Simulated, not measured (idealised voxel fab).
process module | voxel fin reveal
cross-section cut | 250 nm wide | cells 5 nm
A cross-section is a grid of square cells, given in bands from the top down. A band is one or more rows of cells.
Each band's line starts with the height of the band's top and of its bottom, in nm. Then come its materials from left to right, each with its width in nm. One material with "throughout" fills the band from edge to edge. "air" is empty space.
Height 0 is the level under which the wafer as received is all one material. The lowest band goes on downwards, as in "0 down".
A width such as "30 to 40" changes by the same amount from each row of cells to the next, from the band's top row to its bottom row.
"no change" after a step means that no cell of the cross-section changed.
closed voids: empty space of 8 cells or more with no open way to the top, each as width x height at its distance from the left edge, in nm
after a step's settings: what the simulator itself notes on the step
overlay nm, on a step with a mask: how far to the right of its planned place the mask lay; to the left if negative
plan
1 op RECEIVE | material Si
2 op CONFORMAL_DEP | material SiN | thk nm 5
3 op DIRECTIONAL_DEP | material aC | thk nm 15
4 op PATTERN | tone cover | mask id FINS | material resist | width nm 15 | pitch nm 35 | thk nm 35 | overlay nm 0
5 op DIRECTIONAL_ETCH | etch materials aC | depth nm 15
6 op STRIP | etch materials resist
7 op DIRECTIONAL_ETCH | etch materials SiN | depth nm 5
8 op DIRECTIONAL_ETCH | etch materials Si | depth nm 30
9 op STRIP | etch materials aC
10 op OXIDIZE | depth nm 5
11 op FILL_DEP | material SiO2 | thk nm 15
12 op CMP | height nm 5
13 op SELECTIVE_ETCH | etch materials SiO2 | depth nm 5
14 op STRIP | etch materials SiN
varied across the wafers: depth nm of step 13. The plan shows the first wafer's value. All wafers start alike
first wafer as received, after step 1
  0 down: Si throughout
  closed voids: none
first wafer at the end, after step 14
  0 to -35: SiO2 70 | Si 5 | SiO2 30 | Si 5 | SiO2 30 | Si 5 | SiO2 30 | Si 5 | SiO2 70
  -35 down: Si throughout
  closed voids: none
last wafer at the end
  0 to -25: air 70 | Si 5 | air 30 | Si 5 | air 30 | Si 5 | air 30 | Si 5 | air 70
  -25 to -35: SiO2 70 | Si 5 | SiO2 30 | Si 5 | SiO2 30 | Si 5 | SiO2 30 | Si 5 | SiO2 70
  -35 down: Si throughout
  closed voids: none
each wafer at the end: cells of each material gained (+) or lost (-) since it was received, then its closed voids
depth nm 5 | -322 Si | +322 SiO2 | closed voids: none
depth nm 10 | -322 Si | +276 SiO2 | closed voids: none
depth nm 15 | -322 Si | +230 SiO2 | closed voids: none
depth nm 20 | -322 Si | +184 SiO2 | closed voids: none
depth nm 25 | -322 Si | +138 SiO2 | closed voids: none
depth nm 30 | -322 Si | +92 SiO2 | closed voids: none
